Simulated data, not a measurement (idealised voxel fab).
Name of the process module below: voxel self aligned vias
Displayed cross-section: cut, width of 255 nm, square cells sized 5 nm.
Format of a cross-section: grid, square cells. Given as bands. Order: top down. Band: one or more rows of cells.
For a band, the entry starts with two heights in nm, that of the top and then that of the bottom, and carries on with the band's materials in order from left to right, each alongside its width in nm; the word "everywhere" beside a single material means it fills the band edge to edge, and "blank" means empty space.
Heights from 0 (as-received wafer is one material below). Bottom band endless downward, as "0..down".
Top row gets the first number, bottom row gets the second, and each row in between changes by the same step: that is how a band width like "30..40" works.
Take "identical to before" at face value: in the step it is given for, the cross-section changed in none of its cells.
"Voids lacking openings": sealed empty spaces, 8 cells or more, no open way to top, listed width x height at distance, with distance from the left edge and width, height and distance in nm.
On each step's line, the part that comes after the settings is the simulator's own comment on the step.
overlay nm: for a step with a mask, the amount by which the mask lay right of where it was planned; a negative amount means left of it.
# This section lists the process steps that were planned
1. RECEIVE (material Si)
2. CONFORMAL_DEP (material SiO2; thk nm 10)
3. CONFORMAL_DEP (material SiCN; thk nm 5)
4. DIRECTIONAL_DEP (material lowk; thk nm 25)
5. PATTERN (tone open; mask id LINES; material resist; width nm 25; pitch nm 55; thk nm 20; overlay nm 0)
6. DIRECTIONAL_ETCH (etch materials lowk; depth nm 25)
7. STRIP (etch materials resist)
8. CONFORMAL_DEP (material TiN; thk nm 5)
9. FILL_DEP (material Ru; thk nm 10)
10. CMP (height nm 40)
11. SELECTIVE_ETCH (etch materials W Ru TiN; depth nm 5)
12. FILL_DEP (material SiN; thk nm 10)
13. CMP (height nm 40)
14. DIRECTIONAL_DEP (material lowk; thk nm 15)
15. DIRECTIONAL_DEP (material aC; thk nm 15)
16. PATTERN (tone open; mask id VIAS; material resist; width nm 35; pitch nm 55; thk nm 30; overlay nm 0)
17. DIRECTIONAL_ETCH (etch materials aC; depth nm 15)
18. STRIP (etch materials resist)
19. DIRECTIONAL_ETCH (etch materials lowk; depth nm 15)
20. DIRECTIONAL_ETCH (etch materials SiN; depth nm 5)
21. STRIP (etch materials aC)
22. CONFORMAL_DEP (material TiN; thk nm 5)
23. FILL_DEP (material Cu; thk nm 10)
24. CMP (height nm 55)
25. CONFORMAL_DEP (material SiCN; thk nm 5)
# As received (post step 1): cross-section
	0..down  Si everywhere
	Voids lacking openings: none
# First wafer of two, sectioned at end of module; run went per plan
	60..55  SiCN everywhere
	55..45  lowk: 80, TiN: 5, Cu: 25, TiN: 5, lowk: 20, TiN: 5, Cu: 25, TiN: 5, lowk: 85
	45..40  lowk: 80, TiN: 10, Cu: 15, TiN: 10, lowk: 20, TiN: 10, Cu: 15, TiN: 10, lowk: 85
	40..35  lowk: 85, TiN: 25, lowk: 30, TiN: 25, lowk: 90
	35..20  lowk: 85, TiN: 5, Ru: 15, TiN: 5, lowk: 30, TiN: 5, Ru: 15, TiN: 5, lowk: 90
	20..15  lowk: 85, TiN: 25, lowk: 30, TiN: 25, lowk: 90
	15..10  SiCN everywhere
	10..0  SiO2 everywhere
	0..down  Si everywhere
	Voids lacking openings: none
# So this is wafer number two of the two, cut at the end of the module - it started where the first did and had the same plan, we just got one thing wrong running it
	60..55  SiCN everywhere
	55..45  lowk: 80, TiN: 5, Cu: 25, TiN: 5, lowk: 20, TiN: 5, Cu: 25, TiN: 5, lowk: 85
	45..40  lowk: 80, TiN: 10, Cu: 15, TiN: 10, lowk: 20, TiN: 10, Cu: 15, TiN: 10, lowk: 85
	40..35  lowk: 85, TiN: 25, lowk: 30, TiN: 25, lowk: 90
	35..20  lowk: 85, TiN: 5, Ru: 15, TiN: 5, lowk: 30, TiN: 5, Ru: 15, TiN: 5, lowk: 90
	20..15  lowk: 85, TiN: 25, lowk: 30, TiN: 25, lowk: 90
	15..10  SiCN everywhere
	10..0  SiN everywhere
	0..down  Si everywhere
	Voids lacking openings: none
Where did the run depart from the plan? step 2 ran with different settings than intended, the actual operation and settings being CONFORMAL_DEP (material SiN; thk nm 10)
At the finish, the second wafer shows more or fewer cells for some materials than the first does: SiN +102, SiO2 -102
